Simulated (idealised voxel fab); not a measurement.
The name of this process module is voxel self aligned contacts.
FYI the section here is cut, 285 nm wide, cells are 5 nm squares.
How to read a cross-section here: the picture is a grid of square cells, written as bands going from the top down, and any band can span one or more rows of cells.
A band entry consists of two parts. The first gives the height of the band's top and the height of its bottom, in nm. The rest lists the band's materials from left to right, each with its width in nm. A single material labelled with the word "everywhere" fills the band from edge to edge, and the word "air" marks empty space.
Convention: height 0 is the level below which the wafer, as received, is all one material. The lowest band does not terminate at the bottom but continues downward, represented as "0 nm and below".
The two numbers in a width such as "30..40" mark its ends across the band: the first belongs to the top row of cells, the second to the bottom row, and from each row to the next the width moves by the same amount.
"no change" means the step left every cell of the cross-section as it was.
Entry "Enclosed void list". Content: empty spaces with no open connection to the top, size 8 cells or greater. Each: width x height at distance. Distance: from left edge. Unit: nm.
Past the settings on a step's line: simulator remark, on that step.
"overlay nm", when on a step's line for a step with a mask, measures how far to the right of its planned place the mask lay; a negative measure means to the left.
How should the pairs below be read? Each gives the cross-section before one process step and the cross-section after it, the latter drawn only to the lowest band that changed; the step that lies between them, with its settings, appears under the pair. Does a pair pick up where the pair above left off? Only where its entry headed "State before" says so, since pairs can come from different runs of this module on the same starting wafer.
-- State before
	55 nm to 50 nm: W everywhere
	50 nm to 45 nm: TiN (100) / W (30) / TiN (25) / W (30) / TiN (100)
	45 nm to 40 nm: SiO2 (95) / TiN (15) / W (10) / TiN (15) / SiO2 (15) / TiN (15) / W (10) / TiN (15) / SiO2 (95)
	40 nm to 20 nm: SiO2 (70) / SiN (35) / TiN (5) / W (10) / TiN (5) / SiN (35) / TiN (5) / W (10) / TiN (5) / SiN (35) / SiO2 (70)
	20 nm to 10 nm: SiO2 (70) / SiN (5) / polySi (25) / SiN (5) / TiN (5) / W (10) / TiN (5) / SiN (5) / polySi (25) / SiN (5) / TiN (5) / W (10) / TiN (5) / SiN (5) / polySi (25) / SiN (5) / SiO2 (70)
	10 nm to 5 nm: SiO2 (70) / SiN (5) / polySi (25) / SiN (5) / TiN (20) / SiN (5) / polySi (25) / SiN (5) / TiN (20) / SiN (5) / polySi (25) / SiN (5) / SiO2 (70)
	5 nm to 0 nm: SiN (75) / polySi (25) / SiN (30) / polySi (25) / SiN (30) / polySi (25) / SiN (75)
	0 nm to -5 nm: SiO2 everywhere
	-5 nm and below: Si everywhere
	Enclosed void list: none
-- Section, Post-Step
	45 nm to 40 nm: SiO2 (95) / TiN (15) / W (10) / TiN (15) / SiO2 (15) / TiN (15) / W (10) / TiN (15) / SiO2 (95)
	Under the height 40 nothing was changed.
	Enclosed void list: none
Between the two cross-sections you see above, the step is CMP,height nm 45
State before: check the pair just above; its after cross-section is our before state.
-- Section, Post-Step
	50 nm to 45 nm: SiCN everywhere
	Under the height 45 nothing was changed.
	Enclosed void list: none
Between the two cross-sections you see above, the step is CONFORMAL_DEP,material SiCN,thk nm 5
-- State before
	55 nm to 50 nm: W everywhere
	50 nm to 45 nm: TiN (100) / W (30) / TiN (25) / W (30) / TiN (100)
	45 nm to 40 nm: SiO2 (95) / TiN (15) / W (10) / TiN (15) / SiO2 (15) / TiN (15) / W (10) / TiN (15) / SiO2 (95)
	40 nm to 20 nm: SiO2 (70) / SiN (35) / TiN (5) / W (10) / TiN (5) / SiN (35) / TiN (5) / W (10) / TiN (5) / SiN (35) / SiO2 (70)
	20 nm to 0 nm: SiO2 (70) / SiN (5) / polySi (25) / SiN (5) / TiN (5) / W (10) / TiN (5) / SiN (5) / polySi (25) / SiN (5) / TiN (5) / W (10) / TiN (5) / SiN (5) / polySi (25) / SiN (5) / SiO2 (70)
	0 nm to -5 nm: SiO2 (105) / TiN (20) / SiO2 (35) / TiN (20) / SiO2 (105)
	-5 nm and below: Si everywhere
	Enclosed void list: none
-- Section, Post-Step
	50 nm to 45 nm: TiN (100) / W (30) / TiN (25) / W (30) / TiN (100)
	Under the height 45 nothing was changed.
	Enclosed void list: none
Between the two cross-sections you see above, the step is CMP,height nm 50
State before: check the pair just above; its after cross-section is our before state.
-- Section, Post-Step
	55 nm to 50 nm: SiCN everywhere
	Under the height 50 nothing was changed.
	Enclosed void list: none
Between the two cross-sections you see above, the step is CONFORMAL_DEP,material SiCN,thk nm 5
-- State before
	50 nm to 40 nm: aC everywhere
	40 nm to 20 nm: SiN everywhere
	20 nm to 0 nm: polySi everywhere
	0 nm to -5 nm: SiO2 everywhere
	-5 nm and below: Si everywhere
	Enclosed void list: none
-- Section, Post-Step
	80 nm to 50 nm: air (80) / resist (15) / air (40) / resist (15) / air (40) / resist (15) / air (80)
	Under the height 50 nothing was changed.
	Enclosed void list: none
Between the two cross-sections you see above, the step is PATTERN,tone cover,mask id GATE,material resist,width nm 15,pitch nm 55,thk nm 30,overlay nm 0
State before: check the pair just above; its after cross-section is our before state.
-- Section, Post-Step
	70 nm to 50 nm: air (80) / resist (15) / air (40) / resist (15) / air (40) / resist (15) / air (80)
	50 nm to 40 nm: air (80) / aC (15) / air (40) / aC (15) / air (40) / aC (15) / air (80)
	Under the height 40 nothing was changed.
	Enclosed void list: none
Between the two cross-sections you see above, the step is DIRECTIONAL_ETCH,etch materials aC,depth nm 10
State before: check the pair just above; its after cross-section is our before state.
-- Section, Post-Step
	50 nm to 40 nm: air (80) / aC (15) / air (40) / aC (15) / air (40) / aC (15) / air (80)
	Under the height 40 nothing was changed.
	Enclosed void list: none
Between the two cross-sections you see above, the step is STRIP,etch materials resist
State before: check the pair just above; its after cross-section is our before state.
-- Section, Post-Step
	50 nm to 40 nm: air (80) / aC (15) / air (40) / aC (15) / air (40) / aC (15) / air (80)
	40 nm to 20 nm: air (80) / SiN (15) / air (40) / SiN (15) / air (40) / SiN (15) / air (80)
	Under the height 20 nothing was changed.
	Enclosed void list: none
Between the two cross-sections you see above, the step is DIRECTIONAL_ETCH,etch materials SiN,depth nm 20
State before: check the pair just above; its after cross-section is our before state.
-- Section, Post-Step
	50 nm to 40 nm: air (80) / aC (15) / air (40) / aC (15) / air (40) / aC (15) / air (80)
	40 nm to 20 nm: air (80) / SiN (15) / air (40) / SiN (15) / air (40) / SiN (15) / air (80)
	20 nm to 0 nm: air (80) / polySi (15) / air (40) / polySi (15) / air (40) / polySi (15) / air (80)
	Under the height 0 nothing was changed.
	Enclosed void list: none
Between the two cross-sections you see above, the step is DIRECTIONAL_ETCH,etch materials polySi,depth nm 20
State before: check the pair just above; its after cross-section is our before state.
-- Section, Post-Step
	40 nm to 20 nm: air (80) / SiN (15) / air (40) / SiN (15) / air (40) / SiN (15) / air (80)
	Under the height 20 nothing was changed.
	Enclosed void list: none
Between the two cross-sections you see above, the step is STRIP,etch materials aC
State before: check the pair just above; its after cross-section is our before state.
-- Section, Post-Step
	45 nm to 20 nm: air (75) / SiN (25) / air (30) / SiN (25) / air (30) / SiN (25) / air (75)
	20 nm to 5 nm: air (75) / SiN (5) / polySi (15) / SiN (5) / air (30) / SiN (5) / polySi (15) / SiN (5) / air (30) / SiN (5) / polySi (15) / SiN (5) / air (75)
	5 nm to 0 nm: SiN (80) / polySi (15) / SiN (40) / polySi (15) / SiN (40) / polySi (15) / SiN (80)
	Under the height 0 nothing was changed.
	Enclosed void list: none
Between the two cross-sections you see above, the step is CONFORMAL_DEP,material SiN,thk nm 5
State before: check the pair just above; its after cross-section is our before state.
-- Section, Post-Step
	40 nm to 20 nm: air (75) / SiN (25) / air (30) / SiN (25) / air (30) / SiN (25) / air (75)
	20 nm to 0 nm: air (75) / SiN (5) / polySi (15) / SiN (5) / air (30) / SiN (5) / polySi (15) / SiN (5) / air (30) / SiN (5) / polySi (15) / SiN (5) / air (75)
	Under the height 0 nothing was changed.
	Enclosed void list: none
Between the two cross-sections you see above, the step is DIRECTIONAL_ETCH,etch materials SiN,depth nm 5
State before: check the pair just above; its after cross-section is our before state.
-- Section, Post-Step
	50 nm to 40 nm: SiO2 everywhere
	40 nm to 20 nm: SiO2 (75) / SiN (25) / SiO2 (30) / SiN (25) / SiO2 (30) / SiN (25) / SiO2 (75)
	20 nm to 0 nm: SiO2 (75) / SiN (5) / polySi (15) / SiN (5) / SiO2 (30) / SiN (5) / polySi (15) / SiN (5) / SiO2 (30) / SiN (5) / polySi (15) / SiN (5) / SiO2 (75)
	Under the height 0 nothing was changed.
	Enclosed void list: none
Between the two cross-sections you see above, the step is FILL_DEP,material SiO2,thk nm 10
State before: check the pair just above; its after cross-section is our before state.
-- Section, Post-Step
	45 nm to 40 nm: SiO2 everywhere
	Under the height 40 nothing was changed.
	Enclosed void list: none
Between the two cross-sections you see above, the step is CMP,height nm 45
State before: check the pair just above; its after cross-section is our before state.
-- Section, Post-Step
	60 nm to 45 nm: resist (95) / air (40) / resist (15) / air (40) / resist (95)
	Under the height 45 nothing was changed.
	Enclosed void list: none
Between the two cross-sections you see above, the step is PATTERN,tone open,mask id CONTACT,material resist,width nm 40,pitch nm 55,thk nm 15,overlay nm 0
State before: check the pair just above; its after cross-section is our before state.
-- Section, Post-Step
	60 nm to 45 nm: resist (95) / air (40) / resist (15) / air (40) / resist (95)
	45 nm to 40 nm: SiO2 (95) / air (40) / SiO2 (15) / air (40) / SiO2 (95)
	40 nm to 20 nm: SiO2 (75) / SiN (25) / air (30) / SiN (25) / air (30) / SiN (25) / SiO2 (75)
	20 nm to 0 nm: SiO2 (75) / SiN (5) / polySi (15) / SiN (5) / air (30) / SiN (5) / polySi (15) / SiN (5) / air (30) / SiN (5) / polySi (15) / SiN (5) / SiO2 (75)
	0 nm to -5 nm: SiO2 (100) / air (30) / SiO2 (25) / air (30) / SiO2 (100)
	Under the height -5 nothing was changed.
	Enclosed void list: none
Between the two cross-sections you see above, the step is DIRECTIONAL_ETCH,etch materials SiO2,depth nm 50
State before: check the pair just above; its after cross-section is our before state.
-- Section, Post-Step
	45 nm to 40 nm: SiO2 (95) / air (40) / SiO2 (15) / air (40) / SiO2 (95)
	Under the height 40 nothing was changed.
	Enclosed void list: none
Between the two cross-sections you see above, the step is STRIP,etch materials resist
State before: check the pair just above; its after cross-section is our before state.
-- Section, Post-Step
	50 nm to 45 nm: TiN (100) / air (30) / TiN (25) / air (30) / TiN (100)
	45 nm to 40 nm: SiO2 (95) / TiN (10) / air (20) / TiN (10) / SiO2 (15) / TiN (10) / air (20) / TiN (10) / SiO2 (95)
	40 nm to 20 nm: SiO2 (75) / SiN (25) / TiN (5) / air (20) / TiN (5) / SiN (25) / TiN (5) / air (20) / TiN (5) / SiN (25) / SiO2 (75)
	20 nm to 0 nm: SiO2 (75) / SiN (5) / polySi (15) / SiN (5) / TiN (5) / air (20) / TiN (5) / SiN (5) / polySi (15) / SiN (5) / TiN (5) / air (20) / TiN (5) / SiN (5) / polySi (15) / SiN (5) / SiO2 (75)
	0 nm to -5 nm: SiO2 (100) / TiN (30) / SiO2 (25) / TiN (30) / SiO2 (100)
	Under the height -5 nothing was changed.
	Enclosed void list: none
Between the two cross-sections you see above, the step is CONFORMAL_DEP,material TiN,thk nm 5
State before: check the pair just above; its after cross-section is our before state.
-- Section, Post-Step
	55 nm to 50 nm: W everywhere
	50 nm to 45 nm: TiN (100) / W (30) / TiN (25) / W (30) / TiN (100)
	45 nm to 40 nm: SiO2 (95) / TiN (10) / W (20) / TiN (10) / SiO2 (15) / TiN (10) / W (20) / TiN (10) / SiO2 (95)
	40 nm to 20 nm: SiO2 (75) / SiN (25) / TiN (5) / W (20) / TiN (5) / SiN (25) / TiN (5) / W (20) / TiN (5) / SiN (25) / SiO2 (75)
	20 nm to 0 nm: SiO2 (75) / SiN (5) / polySi (15) / SiN (5) / TiN (5) / W (20) / TiN (5) / SiN (5) / polySi (15) / SiN (5) / TiN (5) / W (20) / TiN (5) / SiN (5) / polySi (15) / SiN (5) / SiO2 (75)
	Under the height 0 nothing was changed.
	Enclosed void list: none
Between the two cross-sections you see above, the step is FILL_DEP,material W,thk nm 5
State before: check the pair just above; its after cross-section is our before state.
-- Section, Post-Step
	45 nm to 40 nm: SiO2 (95) / TiN (10) / W (20) / TiN (10) / SiO2 (15) / TiN (10) / W (20) / TiN (10) / SiO2 (95)
	Under the height 40 nothing was changed.
	Enclosed void list: none
Between the two cross-sections you see above, the step is CMP,height nm 45
State before: check the pair just above; its after cross-section is our before state.
-- Section, Post-Step
	50 nm to 45 nm: SiCN everywhere
	Under the height 45 nothing was changed.
	Enclosed void list: none
Between the two cross-sections you see above, the step is CONFORMAL_DEP,material SiCN,thk nm 5
-- State before
	50 nm to 40 nm: aC everywhere
	40 nm to 20 nm: SiN everywhere
	20 nm to 0 nm: polySi everywhere
	0 nm to -5 nm: SiO2 everywhere
	-5 nm and below: Si everywhere
	Enclosed void list: none
-- Section, Post-Step
	80 nm to 50 nm: air (70) / resist (25) / air (30) / resist (25) / air (30) / resist (25) / air (80)
	Under the height 50 nothing was changed.
	Enclosed void list: none
Between the two cross-sections you see above, the step is PATTERN,tone cover,mask id GATE,material resist,width nm 25,pitch nm 55,thk nm 30,overlay nm -5
State before: check the pair just above; its after cross-section is our before state.
-- Section, Post-Step
	70 nm to 50 nm: air (70) / resist (25) / air (30) / resist (25) / air (30) / resist (25) / air (80)
	50 nm to 40 nm: air (70) / aC (25) / air (30) / aC (25) / air (30) / aC (25) / air (80)
	Under the height 40 nothing was changed.
	Enclosed void list: none
Between the two cross-sections you see above, the step is DIRECTIONAL_ETCH,etch materials aC,depth nm 10
State before: check the pair just above; its after cross-section is our before state.
-- Section, Post-Step
	50 nm to 40 nm: air (70) / aC (25) / air (30) / aC (25) / air (30) / aC (25) / air (80)
	Under the height 40 nothing was changed.
	Enclosed void list: none
Between the two cross-sections you see above, the step is STRIP,etch materials resist
State before: check the pair just above; its after cross-section is our before state.
-- Section, Post-Step
	50 nm to 40 nm: air (70) / aC (25) / air (30) / aC (25) / air (30) / aC (25) / air (80)
	40 nm to 20 nm: air (70) / SiN (25) / air (30) / SiN (25) / air (30) / SiN (25) / air (80)
	Under the height 20 nothing was changed.
	Enclosed void list: none
Between the two cross-sections you see above, the step is DIRECTIONAL_ETCH,etch materials SiN,depth nm 20
State before: check the pair just above; its after cross-section is our before state.
-- Section, Post-Step
	50 nm to 40 nm: air (70) / aC (25) / air (30) / aC (25) / air (30) / aC (25) / air (80)
	40 nm to 20 nm: air (70) / SiN (25) / air (30) / SiN (25) / air (30) / SiN (25) / air (80)
	20 nm to 0 nm: air (70) / polySi (25) / air (30) / polySi (25) / air (30) / polySi (25) / air (80)
	Under the height 0 nothing was changed.
	Enclosed void list: none
Between the two cross-sections you see above, the step is DIRECTIONAL_ETCH,etch materials polySi,depth nm 20
State before: check the pair just above; its after cross-section is our before state.
-- Section, Post-Step
	40 nm to 20 nm: air (70) / SiN (25) / air (30) / SiN (25) / air (30) / SiN (25) / air (80)
	Under the height 20 nothing was changed.
	Enclosed void list: none
Between the two cross-sections you see above, the step is STRIP,etch materials aC
State before: check the pair just above; its after cross-section is our before state.
-- Section, Post-Step
	45 nm to 20 nm: air (65) / SiN (35) / air (20) / SiN (35) / air (20) / SiN (35) / air (75)
	20 nm to 5 nm: air (65) / SiN (5) / polySi (25) / SiN (5) / air (20) / SiN (5) / polySi (25) / SiN (5) / air (20) / SiN (5) / polySi (25) / SiN (5) / air (75)
	5 nm to 0 nm: SiN (70) / polySi (25) / SiN (30) / polySi (25) / SiN (30) / polySi (25) / SiN (80)
	Under the height 0 nothing was changed.
	Enclosed void list: none
Between the two cross-sections you see above, the step is CONFORMAL_DEP,material SiN,thk nm 5
State before: check the pair just above; its after cross-section is our before state.
-- Section, Post-Step
	40 nm to 20 nm: air (65) / SiN (35) / air (20) / SiN (35) / air (20) / SiN (35) / air (75)
	20 nm to 0 nm: air (65) / SiN (5) / polySi (25) / SiN (5) / air (20) / SiN (5) / polySi (25) / SiN (5) / air (20) / SiN (5) / polySi (25) / SiN (5) / air (75)
	Under the height 0 nothing was changed.
	Enclosed void list: none
Between the two cross-sections you see above, the step is DIRECTIONAL_ETCH,etch materials SiN,depth nm 5
State before: check the pair just above; its after cross-section is our before state.
-- Section, Post-Step
	50 nm to 40 nm: SiO2 everywhere
	40 nm to 20 nm: SiO2 (65) / SiN (35) / SiO2 (20) / SiN (35) / SiO2 (20) / SiN (35) / SiO2 (75)
	20 nm to 0 nm: SiO2 (65) / SiN (5) / polySi (25) / SiN (5) / SiO2 (20) / SiN (5) / polySi (25) / SiN (5) / SiO2 (20) / SiN (5) / polySi (25) / SiN (5) / SiO2 (75)
	Under the height 0 nothing was changed.
	Enclosed void list: none
Between the two cross-sections you see above, the step is FILL_DEP,material SiO2,thk nm 10
State before: check the pair just above; its after cross-section is our before state.
-- Section, Post-Step
	45 nm to 40 nm: SiO2 everywhere
	Under the height 40 nothing was changed.
	Enclosed void list: none
Between the two cross-sections you see above, the step is CMP,height nm 45
State before: check the pair just above; its after cross-section is our before state.
-- Section, Post-Step
	60 nm to 45 nm: resist (95) / air (40) / resist (15) / air (40) / resist (95)
	Under the height 45 nothing was changed.
	Enclosed void list: none
Between the two cross-sections you see above, the step is PATTERN,tone open,mask id CONTACT,material resist,width nm 40,pitch nm 55,thk nm 15,overlay nm 0
State before: check the pair just above; its after cross-section is our before state.
-- Section, Post-Step
	60 nm to 45 nm: resist (95) / air (40) / resist (15) / air (40) / resist (95)
	45 nm to 40 nm: SiO2 (95) / air (40) / SiO2 (15) / air (40) / SiO2 (95)
	40 nm to 20 nm: SiO2 (65) / SiN (35) / air (20) / SiN (35) / air (20) / SiN (35) / SiO2 (75)
	20 nm to 0 nm: SiO2 (65) / SiN (5) / polySi (25) / SiN (5) / air (20) / SiN (5) / polySi (25) / SiN (5) / air (20) / SiN (5) / polySi (25) / SiN (5) / SiO2 (75)
	0 nm to -5 nm: SiO2 (100) / air (20) / SiO2 (35) / air (20) / SiO2 (110)
	Under the height -5 nothing was changed.
	Enclosed void list: none
Between the two cross-sections you see above, the step is DIRECTIONAL_ETCH,etch materials SiO2,depth nm 50
State before: check the pair just above; its after cross-section is our before state.
-- Section, Post-Step
	45 nm to 40 nm: SiO2 (95) / air (40) / SiO2 (15) / air (40) / SiO2 (95)
	Under the height 40 nothing was changed.
	Enclosed void list: none
Between the two cross-sections you see above, the step is STRIP,etch materials resist
State before: check the pair just above; its after cross-section is our before state.
-- Section, Post-Step
	50 nm to 45 nm: TiN (100) / air (30) / TiN (25) / air (30) / TiN (100)
	45 nm to 40 nm: SiO2 (95) / TiN (10) / air (10) / TiN (20) / SiO2 (15) / TiN (10) / air (10) / TiN (20) / SiO2 (95)
	40 nm to 20 nm: SiO2 (65) / SiN (35) / TiN (5) / air (10) / TiN (5) / SiN (35) / TiN (5) / air (10) / TiN (5) / SiN (35) / SiO2 (75)
	20 nm to 0 nm: SiO2 (65) / SiN (5) / polySi (25) / SiN (5) / TiN (5) / air (10) / TiN (5) / SiN (5) / polySi (25) / SiN (5) / TiN (5) / air (10) / TiN (5) / SiN (5) / polySi (25) / SiN (5) / SiO2 (75)
	0 nm to -5 nm: SiO2 (100) / TiN (20) / SiO2 (35) / TiN (20) / SiO2 (110)
	Under the height -5 nothing was changed.
	Enclosed void list: none
Between the two cross-sections you see above, the step is CONFORMAL_DEP,material TiN,thk nm 5
State before: check the pair just above; its after cross-section is our before state.
-- Section, Post-Step
	55 nm to 50 nm: W everywhere
	50 nm to 45 nm: TiN (100) / W (30) / TiN (25) / W (30) / TiN (100)
	45 nm to 40 nm: SiO2 (95) / TiN (10) / W (10) / TiN (20) / SiO2 (15) / TiN (10) / W (10) / TiN (20) / SiO2 (95)
	40 nm to 20 nm: SiO2 (65) / SiN (35) / TiN (5) / W (10) / TiN (5) / SiN (35) / TiN (5) / W (10) / TiN (5) / SiN (35) / SiO2 (75)
	20 nm to 0 nm: SiO2 (65) / SiN (5) / polySi (25) / SiN (5) / TiN (5) / W (10) / TiN (5) / SiN (5) / polySi (25) / SiN (5) / TiN (5) / W (10) / TiN (5) / SiN (5) / polySi (25) / SiN (5) / SiO2 (75)
	Under the height 0 nothing was changed.
	Enclosed void list: none
Between the two cross-sections you see above, the step is FILL_DEP,material W,thk nm 5
State before: check the pair just above; its after cross-section is our before state.
-- Section, Post-Step
	45 nm to 40 nm: SiO2 (95) / TiN (10) / W (10) / TiN (20) / SiO2 (15) / TiN (10) / W (10) / TiN (20) / SiO2 (95)
	Under the height 40 nothing was changed.
	Enclosed void list: none
Between the two cross-sections you see above, the step is CMP,height nm 45
State before: check the pair just above; its after cross-section is our before state.
-- Section, Post-Step
	50 nm to 45 nm: SiCN everywhere
	Under the height 45 nothing was changed.
	Enclosed void list: none
Between the two cross-sections you see above, the step is CONFORMAL_DEP,material SiCN,thk nm 5
-- State before
	40 nm to 20 nm: air (75) / SiN (25) / air (30) / SiN (25) / air (30) / SiN (25) / air (75)
	20 nm to 0 nm: air (75) / polySi (25) / air (30) / polySi (25) / air (30) / polySi (25) / air (75)
	0 nm to -5 nm: SiO2 everywhere
	-5 nm and below: Si everywhere
	Enclosed void list: none
-- Section, Post-Step
	45 nm to 40 nm: air (70) / polySi (35) / air (20) / polySi (35) / air (20) / polySi (35) / air (70)
	40 nm to 20 nm: air (70) / polySi (5) / SiN (25) / polySi (5) / air (20) / polySi (5) / SiN (25) / polySi (5) / air (20) / polySi (5) / SiN (25) / polySi (5) / air (70)
	20 nm to 5 nm: air (70) / polySi (35) / air (20) / polySi (35) / air (20) / polySi (35) / air (70)
	5 nm to 0 nm: polySi everywhere
	Under the height 0 nothing was changed.
	Enclosed void list: none
Between the two cross-sections you see above, the step is CONFORMAL_DEP,material polySi,thk nm 5
State before: check the pair just above; its after cross-section is our before state.
-- Section, Post-Step
	55 nm to 45 nm: SiO2 everywhere
	45 nm to 40 nm: SiO2 (70) / polySi (35) / SiO2 (20) / polySi (35) / SiO2 (20) / polySi (35) / SiO2 (70)
	40 nm to 20 nm: SiO2 (70) / polySi (5) / SiN (25) / polySi (5) / SiO2 (20) / polySi (5) / SiN (25) / polySi (5) / SiO2 (20) / polySi (5) / SiN (25) / polySi (5) / SiO2 (70)
	20 nm to 5 nm: SiO2 (70) / polySi (35) / SiO2 (20) / polySi (35) / SiO2 (20) / polySi (35) / SiO2 (70)
	Under the height 5 nothing was changed.
	Enclosed void list: none
Between the two cross-sections you see above, the step is FILL_DEP,material SiO2,thk nm 10
State before: check the pair just above; its after cross-section is our before state.
-- Section, Post-Step
	45 nm to 40 nm: SiO2 (70) / polySi (35) / SiO2 (20) / polySi (35) / SiO2 (20) / polySi (35) / SiO2 (70)
	Under the height 40 nothing was changed.
	Enclosed void list: none
Between the two cross-sections you see above, the step is CMP,height nm 45
State before: check the pair just above; its after cross-section is our before state.
-- Section, Post-Step
	60 nm to 45 nm: resist (95) / air (40) / resist (15) / air (40) / resist (95)
	Under the height 45 nothing was changed.
	Enclosed void list: none
Between the two cross-sections you see above, the step is PATTERN,tone open,mask id CONTACT,material resist,width nm 40,pitch nm 55,thk nm 15,overlay nm 0
State before: check the pair just above; its after cross-section is our before state.
-- Section, Post-Step
	60 nm to 45 nm: resist (95) / air (40) / resist (15) / air (40) / resist (95)
	45 nm to 40 nm: SiO2 (70) / polySi (35) / air (20) / polySi (35) / air (20) / polySi (35) / SiO2 (70)
	40 nm to 20 nm: SiO2 (70) / polySi (5) / SiN (25) / polySi (5) / air (20) / polySi (5) / SiN (25) / polySi (5) / air (20) / polySi (5) / SiN (25) / polySi (5) / SiO2 (70)
	20 nm to 5 nm: SiO2 (70) / polySi (35) / air (20) / polySi (35) / air (20) / polySi (35) / SiO2 (70)
	Under the height 5 nothing was changed.
	Enclosed void list: none
Between the two cross-sections you see above, the step is DIRECTIONAL_ETCH,etch materials SiO2,depth nm 50
State before: check the pair just above; its after cross-section is our before state.
-- Section, Post-Step
	45 nm to 40 nm: SiO2 (70) / polySi (35) / air (20) / polySi (35) / air (20) / polySi (35) / SiO2 (70)
	Under the height 40 nothing was changed.
	Enclosed void list: none
Between the two cross-sections you see above, the step is STRIP,etch materials resist
State before: check the pair just above; its after cross-section is our before state.
-- Section, Post-Step
	50 nm to 45 nm: TiN (110) / air (10) / TiN (45) / air (10) / TiN (110)
	45 nm to 40 nm: SiO2 (70) / polySi (35) / TiN (5) / air (10) / TiN (5) / polySi (35) / TiN (5) / air (10) / TiN (5) / polySi (35) / SiO2 (70)
	40 nm to 20 nm: SiO2 (70) / polySi (5) / SiN (25) / polySi (5) / TiN (5) / air (10) / TiN (5) / polySi (5) / SiN (25) / polySi (5) / TiN (5) / air (10) / TiN (5) / polySi (5) / SiN (25) / polySi (5) / SiO2 (70)
	20 nm to 10 nm: SiO2 (70) / polySi (35) / TiN (5) / air (10) / TiN (5) / polySi (35) / TiN (5) / air (10) / TiN (5) / polySi (35) / SiO2 (70)
	10 nm to 5 nm: SiO2 (70) / polySi (35) / TiN (20) / polySi (35) / TiN (20) / polySi (35) / SiO2 (70)
	Under the height 5 nothing was changed.
	Enclosed void list: none
Between the two cross-sections you see above, the step is CONFORMAL_DEP,material TiN,thk nm 5
State before: check the pair just above; its after cross-section is our before state.
-- Section, Post-Step
	55 nm to 50 nm: W everywhere
	50 nm to 45 nm: TiN (110) / W (10) / TiN (45) / W (10) / TiN (110)
	45 nm to 40 nm: SiO2 (70) / polySi (35) / TiN (5) / W (10) / TiN (5) / polySi (35) / TiN (5) / W (10) / TiN (5) / polySi (35) / SiO2 (70)
	40 nm to 20 nm: SiO2 (70) / polySi (5) / SiN (25) / polySi (5) / TiN (5) / W (10) / TiN (5) / polySi (5) / SiN (25) / polySi (5) / TiN (5) / W (10) / TiN (5) / polySi (5) / SiN (25) / polySi (5) / SiO2 (70)
	20 nm to 10 nm: SiO2 (70) / polySi (35) / TiN (5) / W (10) / TiN (5) / polySi (35) / TiN (5) / W (10) / TiN (5) / polySi (35) / SiO2 (70)
	Under the height 10 nothing was changed.
	Enclosed void list: none
Between the two cross-sections you see above, the step is FILL_DEP,material W,thk nm 5
State before: check the pair just above; its after cross-section is our before state.
-- Section, Post-Step
	45 nm to 40 nm: SiO2 (70) / polySi (35) / TiN (5) / W (10) / TiN (5) / polySi (35) / TiN (5) / W (10) / TiN (5) / polySi (35) / SiO2 (70)
	Under the height 40 nothing was changed.
	Enclosed void list: none
Between the two cross-sections you see above, the step is CMP,height nm 45
State before: check the pair just above; its after cross-section is our before state.
-- Section, Post-Step
	50 nm to 45 nm: SiCN everywhere
	Under the height 45 nothing was changed.
	Enclosed void list: none
Between the two cross-sections you see above, the step is CONFORMAL_DEP,material SiCN,thk nm 5
-- State before
	50 nm to 40 nm: aC everywhere
	40 nm to 20 nm: SiN everywhere
	20 nm to 0 nm: polySi everywhere
	0 nm to -5 nm: SiO2 everywhere
	-5 nm and below: Si everywhere
	Enclosed void list: none
-- Section, Post-Step
	80 nm to 50 nm: resist (75) / air (25) / resist (30) / air (25) / resist (30) / air (25) / resist (75)
	Under the height 50 nothing was changed.
	Enclosed void list: none
Between the two cross-sections you see above, the step is PATTERN,tone open,mask id GATE,material resist,width nm 25,pitch nm 55,thk nm 30,overlay nm 0
State before: check the pair just above; its after cross-section is our before state.
-- Section, Post-Step
	70 nm to 50 nm: resist (75) / air (25) / resist (30) / air (25) / resist (30) / air (25) / resist (75)
	50 nm to 40 nm: aC (75) / air (25) / aC (30) / air (25) / aC (30) / air (25) / aC (75)
	Under the height 40 nothing was changed.
	Enclosed void list: none
Between the two cross-sections you see above, the step is DIRECTIONAL_ETCH,etch materials aC,depth nm 10
State before: check the pair just above; its after cross-section is our before state.
-- Section, Post-Step
	50 nm to 40 nm: aC (75) / air (25) / aC (30) / air (25) / aC (30) / air (25) / aC (75)
	Under the height 40 nothing was changed.
	Enclosed void list: none
Between the two cross-sections you see above, the step is STRIP,etch materials resist
State before: check the pair just above; its after cross-section is our before state.
-- Section, Post-Step
	50 nm to 40 nm: aC (75) / air (25) / aC (30) / air (25) / aC (30) / air (25) / aC (75)
	40 nm to 20 nm: SiN (75) / air (25) / SiN (30) / air (25) / SiN (30) / air (25) / SiN (75)
	Under the height 20 nothing was changed.
	Enclosed void list: none
Between the two cross-sections you see above, the step is DIRECTIONAL_ETCH,etch materials SiN,depth nm 20
State before: check the pair just above; its after cross-section is our before state.
-- Section, Post-Step
	50 nm to 40 nm: aC (75) / air (25) / aC (30) / air (25) / aC (30) / air (25) / aC (75)
	40 nm to 20 nm: SiN (75) / air (25) / SiN (30) / air (25) / SiN (30) / air (25) / SiN (75)
	20 nm to 0 nm: polySi (75) / air (25) / polySi (30) / air (25) / polySi (30) / air (25) / polySi (75)
	Under the height 0 nothing was changed.
	Enclosed void list: none
Between the two cross-sections you see above, the step is DIRECTIONAL_ETCH,etch materials polySi,depth nm 20
State before: check the pair just above; its after cross-section is our before state.
-- Section, Post-Step
	40 nm to 20 nm: SiN (75) / air (25) / SiN (30) / air (25) / SiN (30) / air (25) / SiN (75)
	Under the height 20 nothing was changed.
	Enclosed void list: none
Between the two cross-sections you see above, the step is STRIP,etch materials aC
State before: check the pair just above; its after cross-section is our before state.
-- Section, Post-Step
	45 nm to 20 nm: SiN (80) / air (15) / SiN (40) / air (15) / SiN (40) / air (15) / SiN (80)
	20 nm to 5 nm: polySi (75) / SiN (5) / air (15) / SiN (5) / polySi (30) / SiN (5) / air (15) / SiN (5) / polySi (30) / SiN (5) / air (15) / SiN (5) / polySi (75)
	5 nm to 0 nm: polySi (75) / SiN (25) / polySi (30) / SiN (25) / polySi (30) / SiN (25) / polySi (75)
	Under the height 0 nothing was changed.
	Enclosed void list: none
Between the two cross-sections you see above, the step is CONFORMAL_DEP,material SiN,thk nm 5
State before: check the pair just above; its after cross-section is our before state.
-- Section, Post-Step
	40 nm to 20 nm: SiN (80) / air (15) / SiN (40) / air (15) / SiN (40) / air (15) / SiN (80)
	20 nm to 0 nm: polySi (75) / SiN (5) / air (15) / SiN (5) / polySi (30) / SiN (5) / air (15) / SiN (5) / polySi (30) / SiN (5) / air (15) / SiN (5) / polySi (75)
	Under the height 0 nothing was changed.
	Enclosed void list: none
Between the two cross-sections you see above, the step is DIRECTIONAL_ETCH,etch materials SiN,depth nm 5
